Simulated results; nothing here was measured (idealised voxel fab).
process module | voxel lift off
cross-section cut | 295 nm wide | cells 5 nm
A cross-section is a grid of square cells, given in bands from the top down. A band is one or more rows of cells.
Each band's line starts with the height of the band's top and of its bottom, in nm. Then come its materials from left to right, each with its width in nm. One material with "throughout" fills the band from edge to edge. "air" is empty space.
Height 0 is the level under which the wafer as received is all one material. The lowest band goes on downwards, as in "0 down".
A width such as "30 to 40" changes by the same amount from each row of cells to the next, from the band's top row to its bottom row.
"no change" after a step means that no cell of the cross-section changed.
closed voids: empty space of 8 cells or more with no open way to the top, each as width x height at its distance from the left edge, in nm
after a step's settings: what the simulator itself notes on the step
overlay nm, on a step with a mask: how far to the right of its planned place the mask lay; to the left if negative
plan
1 op RECEIVE | material Si
2 op CONFORMAL_DEP | material Al2O3 | thk nm 5
3 op PATTERN | tone open | mask id LINES | material resist | width nm 30 | pitch nm 50 | thk nm 30 | overlay nm 0
4 op DIRECTIONAL_DEP | material Ru | thk nm 15
5 op STRIP | etch materials resist
6 op CONFORMAL_DEP | material SiCN | thk nm 5
as received, after step 1
  0 down: Si throughout
  closed voids: none
a wafer at the end: this start, this plan, one mistake
  20 to 15: air 100 | SiCN 40 | air 10 | SiCN 40 | air 105
  15 to 5: air 100 | SiCN 5 | Ru 30 | SiCN 5 | air 10 | SiCN 5 | Ru 30 | SiCN 5 | air 105
  5 to 0: SiCN 105 | Ru 30 | SiCN 20 | Ru 30 | SiCN 110
  0 down: Si throughout
  closed voids: none
what went wrong: step 2 was left out
